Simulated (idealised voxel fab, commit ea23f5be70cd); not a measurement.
process module | voxel self aligned vias
cross-section cut | 295 nm wide | cells 5 nm
A cross-section is a grid of square cells, given in bands from the top down. A band is one or more rows of cells.
Each band's line starts with the height of the band's top and of its bottom, in nm. Then come its materials from left to right, each with its width in nm. One material with "throughout" fills the band from edge to edge. "air" is empty space.
Height 0 is the level under which the wafer as received is all one material. The lowest band goes on downwards, as in "0 down".
A width such as "30 to 40" changes by the same amount from each row of cells to the next, from the band's top row to its bottom row.
"no change" after a step means that no cell of the cross-section changed.
closed voids: empty space of 8 cells or more with no open way to the top, each as width x height at its distance from the left edge, in nm
after a step's settings: what the simulator itself notes on the step
overlay nm, on a step with a mask: how far to the right of its planned place the mask lay; to the left if negative
plan
1 op RECEIVE | material Si
2 op CONFORMAL_DEP | material SiO2 | thk nm 10
3 op CONFORMAL_DEP | material SiCN | thk nm 5
4 op DIRECTIONAL_DEP | material SiO2 | thk nm 20
5 op MASKED_ETCH | tone open | mask id LINES | width nm 25 | pitch nm 55 | etch materials SiO2 | depth nm 20 | overlay nm 0
6 op CONFORMAL_DEP | material TiN | thk nm 5
7 op FILL_DEP | material Ru | thk nm 5
8 op CMP | height nm 35
9 op SELECTIVE_ETCH | etch materials W Ru TiN | depth nm 5
10 op FILL_DEP | material SiN | thk nm 10
11 op CMP | height nm 35
12 op DIRECTIONAL_DEP | material SiO2 | thk nm 15
13 op DIRECTIONAL_DEP | material aC | thk nm 15
14 op PATTERN | tone open | mask id VIAS | material resist | width nm 35 | pitch nm 55 | thk nm 35 | overlay nm -15
15 op DIRECTIONAL_ETCH | etch materials aC | depth nm 15
16 op STRIP | etch materials resist
17 op DIRECTIONAL_ETCH | etch materials SiO2 | depth nm 15
18 op DIRECTIONAL_ETCH | etch materials SiN | depth nm 5
19 op STRIP | etch materials aC
20 op CONFORMAL_DEP | material TiN | thk nm 5
21 op FILL_DEP | material Ru | thk nm 10
22 op CMP | height nm 50
23 op CONFORMAL_DEP | material SiN | thk nm 5
varied across the wafers: overlay nm of step 14. The plan shows the first wafer's value. All wafers start alike
first wafer as received, after step 1
  0 down: Si throughout
  closed voids: none
each wafer at the end: cells of each material gained (+) or lost (-) since it was received, then its closed voids
overlay nm -15 | +34 Ru | +59 SiCN | +63 SiN | +449 SiO2 | +44 TiN | closed voids: none
overlay nm -10 | +36 Ru | +59 SiCN | +61 SiN | +449 SiO2 | +44 TiN | closed voids: none
overlay nm -5 | +38 Ru | +59 SiCN | +59 SiN | +449 SiO2 | +44 TiN | closed voids: none
overlay nm 0 | +38 Ru | +59 SiCN | +59 SiN | +449 SiO2 | +44 TiN | closed voids: none
overlay nm 5 | +38 Ru | +59 SiCN | +59 SiN | +449 SiO2 | +44 TiN | closed voids: none
overlay nm 10 | +36 Ru | +59 SiCN | +61 SiN | +449 SiO2 | +44 TiN | closed voids: none
overlay nm 15 | +34 Ru | +59 SiCN | +63 SiN | +449 SiO2 | +44 TiN | closed voids: none
